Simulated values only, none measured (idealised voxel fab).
Name of the process module below: voxel wiring stack
Cross-section cut spans 165 nm and uses square cells 5 nm in size.
For the purposes of this document, a cross-section shall be understood as a grid of square cells, specified as bands listed in top-to-bottom order, each band consisting of one or more rows of cells. Read a band's entry like this: the first values are the height of its top and the height of its bottom in nm, and what follows is the sequence of materials from left to right, each with its width in nm. Note that "empty" is empty space, and that a single material marked "full width" reaches across the band from edge to edge. Heads up on the height convention: 0 is the point under which the incoming wafer is all one material, and the lowest band has no bottom, it just keeps going down, like "z 0 and below". Per-row width for "30 to 40": begins at first number (top row of band), ends at second number (bottom row), increment between rows held constant. You'll sometimes find "stayed the same" written for a step, and that's the way of saying that nowhere in the cross-section did a cell change during that step. Each empty space that has no open way to the top and spans at least 8 cells appears under "Closed internal voids" as width x height at distance, the distance counted from the left edge, all in nm. Post-settings text on a step line: simulator's own remark regarding the step. For masked steps, "overlay nm" on the step line gives how far right of plan the mask actually lay; a minus sign means it lay to the left.
**The process steps that were planned are listed below**
1. RECEIVE (material Si)
2. CONFORMAL_DEP (material SiO2; thk nm 15)
3. DIRECTIONAL_DEP (material TiN; thk nm 5)
4. DIRECTIONAL_DEP (material W; thk nm 15)
5. PATTERN (tone cover; mask id METAL_1; material resist; width nm 30; pitch nm 50; thk nm 15; overlay nm 0)
6. DIRECTIONAL_ETCH (etch materials W; depth nm 15)
7. DIRECTIONAL_ETCH (etch materials TiN; depth nm 5)
8. STRIP (etch materials resist)
9. FILL_DEP (material lowk; thk nm 5)
10. CMP (height nm 35)
11. CONFORMAL_DEP (material SiCN; thk nm 5)
12. DIRECTIONAL_DEP (material SiO2; thk nm 25)
13. MASKED_ETCH (tone open; mask id METAL_2_HOLES; width nm 15; pitch nm 50; etch materials SiO2; depth nm 25; overlay nm 0)
14. PATTERN (tone open; mask id METAL_2; material resist; width nm 30; pitch nm 50; thk nm 15; overlay nm 0)
15. DIRECTIONAL_ETCH (etch materials SiO2; depth nm 15)
16. DIRECTIONAL_ETCH (etch materials SiCN; depth nm 5)
17. STRIP (etch materials resist)
18. CONFORMAL_DEP (material TiN; thk nm 5)
19. FILL_DEP (material Cu; thk nm 5)
20. CMP (height nm 65)
21. CONFORMAL_DEP (material SiCN; thk nm 5)
22. DIRECTIONAL_DEP (material lowk; thk nm 20)
23. PATTERN (tone open; mask id PLUG_2; material resist; width nm 15; pitch nm 50; thk nm 15; overlay nm 0)
24. DIRECTIONAL_ETCH (etch materials lowk; depth nm 20)
25. DIRECTIONAL_ETCH (etch materials SiCN; depth nm 5)
26. STRIP (etch materials resist)
27. EPI (material Ru; thk nm 10)
28. EPI (material Ru; thk nm 10)
29. EPI (material Ru; thk nm 5)
30. DIRECTIONAL_DEP (material TiN; thk nm 5)
31. DIRECTIONAL_DEP (material Ru; thk nm 20)
32. MASKED_ETCH (tone cover; mask id METAL_3; width nm 30; pitch nm 50; etch materials Ru; depth nm 20; overlay nm 0)
33. MASKED_ETCH (tone cover; mask id METAL_3; width nm 30; pitch nm 50; etch materials TiN; depth nm 5; overlay nm 0)
34. FILL_DEP (material SiO2; thk nm 5)
35. CMP (height nm 115)
36. CONFORMAL_DEP (material SiCN; thk nm 5)
**Wafer at receipt (post step 1), cross-section**
> z 0 and below | Si full width
> Closed internal voids: none
**The plan above was carried out on the starting structure above with one mistake, and this cross-section shows the wafer at the end of the module**
> z 120 to 115 | SiCN full width
> z 115 to 95 | 40 of SiO2 / 30 of Ru / 20 of SiO2 / 30 of Ru / 45 of SiO2
> z 95 to 90 | 40 of SiO2 / 30 of TiN / 20 of SiO2 / 30 of TiN / 45 of SiO2
> z 90 to 70 | 40 of lowk / 15 of Ru / 35 of lowk / 15 of Ru / 60 of lowk
> z 70 to 65 | 40 of SiCN / 15 of Ru / 35 of SiCN / 15 of Ru / 60 of SiCN
> z 65 to 50 | 40 of SiO2 / 5 of TiN / 20 of Cu / 5 of TiN / 20 of SiO2 / 5 of TiN / 20 of Cu / 5 of TiN / 45 of SiO2
> z 50 to 40 | 40 of SiO2 / 5 of TiN / 5 of Cu / 20 to 5 of TiN / 20 to 35 of SiO2 / 5 of TiN / 5 of Cu / 20 to 5 of TiN / 45 to 60 of SiO2
> z 40 to 35 | 40 of SiCN / 15 of TiN / 35 of SiCN / 15 of TiN / 60 of SiCN
> z 35 to 20 | 40 of lowk / 30 of W / 20 of lowk / 30 of W / 45 of lowk
> z 20 to 15 | 40 of lowk / 30 of TiN / 20 of lowk / 30 of TiN / 45 of lowk
> z 15 to 0 | SiO2 full width
> z 0 and below | Si full width
> Closed internal voids: none
what went wrong: step 15 ran with different settings than intended, the actual operation and settings being DIRECTIONAL_ETCH (etch materials SiO2; depth nm 20)
